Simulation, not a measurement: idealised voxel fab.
voxel tone inversion: a process module
cross-section cut | 200 nm wide | cells 5 nm
Reading order for cross-sections: top band down to bottom band. Underlying form: a grid of square cells. Band size: one or more rows of cells.
Band entry format. Leading values: height of top, height of bottom, nm. Remainder: materials in left-to-right order, each with its width in nm. Special words: "edge to edge" on a single material, which then fills the band edge to edge; "blank", empty space.
We count height from 0. Below that, the starting wafer is all one material. The lowest band never ends at the bottom but goes on down; see "0 -> down" for how that is written.
The two numbers in a width such as "30..40" mark its ends across the band: the first belongs to the top row of cells, the second to the bottom row, and from each row to the next the width moves by the same amount.
"no alterations made" after a step means that no cell of the cross-section changed.
Entry "Closed void catalog" = empty spaces >= 8 cells with no open way to the top; each as width x height at distance, distance from left edge, all nm.
Past the settings on a step's line: simulator remark, on that step.
Each step line may optionally specify "overlay nm", which for a step with a mask gives the rightward distance between the mask's planned place and where it lay, a negative value indicating the leftward direction.
# plan
1) RECEIVE, material Si
2) CONFORMAL_DEP, material SiN, thk nm 10
3) DIRECTIONAL_DEP, material polySi, thk nm 15
4) PATTERN, tone cover, mask id POSTS, material resist, width nm 15, pitch nm 35, thk nm 25, overlay nm 0
5) DIRECTIONAL_ETCH, etch materials polySi, depth nm 15
6) STRIP, etch materials resist
7) FILL_DEP, material SiO2, thk nm 10
8) CMP, height nm 25
9) STRIP, etch materials polySi
10) CONFORMAL_DEP, material TiN, thk nm 5
11) FILL_DEP, material Ru, thk nm 10
12) CMP, height nm 25
13) CONFORMAL_DEP, material SiN, thk nm 5
# Incoming wafer in cross-section (state: after step 1)
> 0 -> down  Si edge to edge
> Closed void catalog: none
# Below is the wafer in cross-section after the module was completed. It began from the starting point shown above and followed the plan shown above, except that one mistake was made while running it
> 30 -> 25  SiO2 edge to edge
> 25 -> 15  55 of SiO2, 5 of TiN, 5 of Ru, 5 of TiN, 20 of SiO2, 5 of TiN, 5 of Ru, 5 of TiN, 20 of SiO2, 5 of TiN, 5 of Ru, 5 of TiN, 60 of SiO2
> 15 -> 10  55 of SiO2, 15 of TiN, 20 of SiO2, 15 of TiN, 20 of SiO2, 15 of TiN, 60 of SiO2
> 10 -> 0  SiN edge to edge
> 0 -> down  Si edge to edge
> Closed void catalog: none
So what did we get wrong on this run? contrary to plan, step 13 was performed as CONFORMAL_DEP, material SiO2, thk nm 5
